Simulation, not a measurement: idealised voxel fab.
Presented below is a process module, voxel ribs on slabs.
Shown is cross-section cut, with a width of 300 nm and square cells of size 5 nm.
Reading order for cross-sections: top band down to bottom band. Underlying form: a grid of square cells. Band size: one or more rows of cells. Band: top and bottom heights (nm) first, top before bottom; then materials from left to right, widths in nm. "everywhere" marks a sole material filling the band edge to edge. "air" denotes empty space. We count height from 0. Below that, the starting wafer is all one material. The lowest band never ends at the bottom but goes on down; see "z 0 and below" for how that is written. Width: "30->40" (first number = top row, second number = bottom row, same change from row to row of cells). What does "changes: none" mean for a step? It means no cell of the cross-section changed in that step. Heads up: "Catalogued sealed voids" only lists the empty pockets with no open path to the top that are 8 cells or more, and it writes them as width x height at distance, distance from the left edge, in nm. Heads up: the bit after the settings on a step's line is the simulator's remark on that step. The optional step-line setting "overlay nm" applies to steps with a mask and quantifies how far to the right of its planned location the mask lay, a negative value indicating leftward placement.

## Process steps - plan
1) RECEIVE (material Si)
2) DIRECTIONAL_DEP (material SiO2; thk nm 20)
3) DIRECTIONAL_DEP (material SiN; thk nm 25)
4) DIRECTIONAL_DEP (material aC; thk nm 15)
5) PATTERN (tone cover; mask id RIB; material resist; width nm 15; thk nm 30; overlay nm 0)
6) DIRECTIONAL_ETCH (etch materials aC; depth nm 15)
7) STRIP (etch materials resist)
8) DIRECTIONAL_ETCH (etch materials SiN; depth nm 10)
9) STRIP (etch materials aC)
10) DIRECTIONAL_DEP (material aC; thk nm 10)
11) PATTERN (tone cover; mask id SLAB; material resist; width nm 55; thk nm 30; overlay nm 0)
12) DIRECTIONAL_ETCH (etch materials aC; depth nm 10)
13) STRIP (etch materials resist)
14) DIRECTIONAL_ETCH (etch materials SiN; depth nm 15)
15) STRIP (etch materials aC)
16) FILL_DEP (material SiO2; thk nm 20)
17) CMP (height nm 55)
18) DIRECTIONAL_DEP (material W; thk nm 5)
19) DIRECTIONAL_DEP (material aC; thk nm 10)
20) PATTERN (tone cover; mask id HEATER; material resist; width nm 25; thk nm 30; overlay nm 0)
21) DIRECTIONAL_ETCH (etch materials aC; depth nm 10)
22) STRIP (etch materials resist)
23) DIRECTIONAL_ETCH (etch materials W; depth nm 5)
24) STRIP (etch materials aC)
25) CONFORMAL_DEP (material SiO2; thk nm 10)

## Delivered wafer in cross-section: state after step 1
  z 0 and below  Si everywhere
  Catalogued sealed voids: none

## This is how the wafer looks in cross-section once the module is done, given the starting state and plan above and one mistake in carrying the plan out
  z 70 to 65  air=125, then SiO2=45, then air=130
  z 65 to 60  SiO2 everywhere
  z 60 to 55  SiO2=135, then W=25, then SiO2=140
  z 55 to 45  SiO2 everywhere
  z 45 to 35  SiO2=140, then SiN=15, then SiO2=145
  z 35 to 20  SiO2=110, then SiN=55, then SiO2=135
  z 20 to 0  SiO2 everywhere
  z 0 and below  Si everywhere
  Catalogued sealed voids: none
What broke from the plan during processing? step 11: run off-plan, actual operation and settings PATTERN (tone cover; mask id SLAB; material resist; width nm 55; thk nm 30; overlay nm -10)
